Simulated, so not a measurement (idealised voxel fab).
Title: Process Module voxel transistor to metal
The cross-section shown here is cut; it is 165 nm wide and divided into square cells measuring 5 nm on a side.
Cross-sections here: square-cell grids, written as top-down lists of bands, a band being one or more rows of cells. Band: top and bottom heights (nm) first, top before bottom; then materials from left to right, widths in nm. "edge to edge" marks a sole material filling the band edge to edge. "air" denotes empty space. Height 0 is the level under which the wafer as received is all one material. The lowest band goes on downwards, as in "0 nm and below". The two numbers in a width such as "30->40" mark its ends across the band: the first belongs to the top row of cells, the second to the bottom row, and from each row to the next the width moves by the same amount. "changes: none" -> step changed no cross-section cell. Closed empty spaces: empty space of 8 cells or more with no open way to the top, each as width x height at its distance from the left edge, in nm. Past the settings on a step's line: simulator remark, on that step. Regarding "overlay nm": on a step with a mask, it is the distance the mask lay to the right of its planned place; a negative value places it to the left.

-- The planned process steps are enumerated hereunder
| 1 | RECEIVE | material Si |
| 2 | CONFORMAL_DEP | material SiO2 | thk nm 5 |
| 3 | CONFORMAL_DEP | material SiN | thk nm 15 |
| 4 | MASKED_ETCH | tone cover | mask id ACTIVE | width nm 115 | etch materials SiN | depth nm 15 | overlay nm 0 |
| 5 | MASKED_ETCH | tone cover | mask id ACTIVE | width nm 115 | etch materials SiO2 | depth nm 5 | overlay nm 0 |
| 6 | MASKED_ETCH | tone cover | mask id ACTIVE | width nm 115 | etch materials Si | depth nm 20 | overlay nm 0 |
| 7 | FILL_DEP | material SiO2 | thk nm 15 |
| 8 | CMP | height nm 20 |
| 9 | SELECTIVE_ETCH | etch materials SiO2 | depth nm 5 |
| 10 | STRIP | etch materials SiN |
| 11 | SELECTIVE_ETCH | etch materials SiO2 | depth nm 5 |
| 12 | OXIDIZE | depth nm 5 |
| 13 | DIRECTIONAL_DEP | material polySi | thk nm 25 |
| 14 | DIRECTIONAL_DEP | material SiCN | thk nm 10 |
| 15 | MASKED_ETCH | tone cover | mask id GATE | width nm 15 | etch materials SiCN | depth nm 20 | overlay nm 0 |
| 16 | MASKED_ETCH | tone cover | mask id GATE | width nm 15 | etch materials polySi | depth nm 35 | overlay nm 0 |
| 17 | CONFORMAL_DEP | material SiO2 | thk nm 5 |
| 18 | DIRECTIONAL_ETCH | etch materials SiO2 | depth nm 5 |
| 19 | CONFORMAL_DEP | material SiN | thk nm 10 |
| 20 | DIRECTIONAL_ETCH | etch materials SiN | depth nm 10 |
| 21 | DIRECTIONAL_ETCH | etch materials SiO2 | depth nm 5 |
| 22 | DIRECTIONAL_ETCH | etch materials Si | depth nm 5 |
| 23 | EPI | material nSi | thk nm 10 |
| 24 | FILL_DEP | material SiO2 | thk nm 10 |
| 25 | CMP | height nm 35 |
| 26 | DIRECTIONAL_DEP | material SiO2 | thk nm 15 |
| 27 | PATTERN | tone open | mask id CONTACT | material resist | width nm 20 | pitch nm 75 | thk nm 20 | overlay nm 0 |
| 28 | DIRECTIONAL_ETCH | etch materials SiO2 | depth nm 50 |
| 29 | STRIP | etch materials resist |
| 30 | CONFORMAL_DEP | material TiN | thk nm 5 |
| 31 | FILL_DEP | material Ru | thk nm 10 |
| 32 | CMP | height nm 50 |
| 33 | CONFORMAL_DEP | material SiN | thk nm 5 |
| 34 | DIRECTIONAL_DEP | material lowk | thk nm 15 |
| 35 | PATTERN | tone open | mask id METAL_1 | material resist | width nm 20 | pitch nm 75 | thk nm 15 | overlay nm 0 |
| 36 | DIRECTIONAL_ETCH | etch materials lowk | depth nm 15 |
| 37 | DIRECTIONAL_ETCH | etch materials SiN | depth nm 5 |
| 38 | STRIP | etch materials resist |
| 39 | CONFORMAL_DEP | material TiN | thk nm 5 |
| 40 | FILL_DEP | material Ru | thk nm 5 |
| 41 | CMP | height nm 70 |
| 42 | CONFORMAL_DEP | material SiCN | thk nm 5 |
| 43 | DIRECTIONAL_DEP | material lowk | thk nm 25 |
| 44 | MASKED_ETCH | tone open | mask id METAL_2_HOLES | width nm 15 | pitch nm 75 | etch materials lowk | depth nm 25 | overlay nm 0 |
| 45 | DIRECTIONAL_DEP | material aC | thk nm 10 |
| 46 | PATTERN | tone open | mask id METAL_2 | material resist | width nm 20 | pitch nm 75 | thk nm 25 | overlay nm 0 |
| 47 | DIRECTIONAL_ETCH | etch materials aC | depth nm 10 |
| 48 | STRIP | etch materials resist |
| 49 | DIRECTIONAL_ETCH | etch materials lowk | depth nm 15 |
| 50 | DIRECTIONAL_ETCH | etch materials SiCN | depth nm 5 |
| 51 | STRIP | etch materials aC |
| 52 | CONFORMAL_DEP | material TiN | thk nm 5 |
| 53 | FILL_DEP | material Ru | thk nm 10 |
| 54 | CMP | height nm 100 |
| 55 | CONFORMAL_DEP | material SiCN | thk nm 5 |

-- Cross-section of the incoming wafer, state after step 1
0 nm and below  Si edge to edge
Closed empty spaces: none

-- What the wafer looks like in cross-section after this module, when it starts as shown above and follows the plan above but one mistake is made in running it
105 nm to 100 nm  SiCN edge to edge
100 nm to 90 nm  lowk (35) | TiN (5) | Ru (10) | TiN (5) | lowk (55) | TiN (5) | Ru (10) | TiN (5) | lowk (35)
90 nm to 85 nm  lowk (35) | TiN (5) | Ru (5) | TiN (10) | lowk (55) | TiN (5) | Ru (5) | TiN (10) | lowk (35)
85 nm to 75 nm  lowk (35) | TiN (5) | Ru (5) | TiN (5) | lowk (60) | TiN (5) | Ru (5) | TiN (5) | lowk (40)
75 nm to 70 nm  SiCN (35) | TiN (15) | SiCN (60) | TiN (15) | SiCN (40)
70 nm to 55 nm  lowk (35) | TiN (5) | Ru (10) | TiN (5) | lowk (55) | TiN (5) | Ru (10) | TiN (5) | lowk (35)
55 nm to 50 nm  SiN (35) | TiN (20) | SiN (55) | TiN (20) | SiN (35)
50 nm to 35 nm  SiO2 (35) | TiN (5) | Ru (10) | TiN (5) | SiO2 (55) | TiN (5) | Ru (10) | TiN (5) | SiO2 (35)
35 nm to 30 nm  SiO2 (35) | TiN (5) | Ru (10) | TiN (5) | SiO2 (5) | SiN (10) | SiO2 (5) | SiCN (15) | SiO2 (5) | SiN (10) | SiO2 (5) | TiN (5) | Ru (10) | TiN (5) | SiO2 (35)
30 nm to 15 nm  SiO2 (35) | TiN (5) | Ru (10) | TiN (5) | SiO2 (5) | SiN (10) | SiO2 (5) | polySi (15) | SiO2 (5) | SiN (10) | SiO2 (5) | TiN (5) | Ru (10) | TiN (5) | SiO2 (35)
15 nm to 10 nm  SiO2 (35) | TiN (20) | SiO2 (5) | SiN (10) | SiO2 (5) | polySi (15) | SiO2 (5) | SiN (10) | SiO2 (5) | TiN (20) | SiO2 (35)
10 nm to 5 nm  SiO2 (30) | SiN (10) | nSi (20) | SiN (10) | SiO2 (5) | polySi (15) | SiO2 (5) | SiN (10) | nSi (20) | SiN (10) | SiO2 (30)
5 nm to 0 nm  SiO2 (40) | nSi (20) | SiO2 (45) | nSi (20) | SiO2 (40)
0 nm to -5 nm  SiO2 (25) | Si (15) | nSi (20) | Si (45) | nSi (20) | Si (15) | SiO2 (25)
-5 nm to -20 nm  SiO2 (25) | Si (115) | SiO2 (25)
-20 nm and below  Si edge to edge
Closed empty spaces: none
What was the processing mistake? plan steps 10 and 11 run swapped
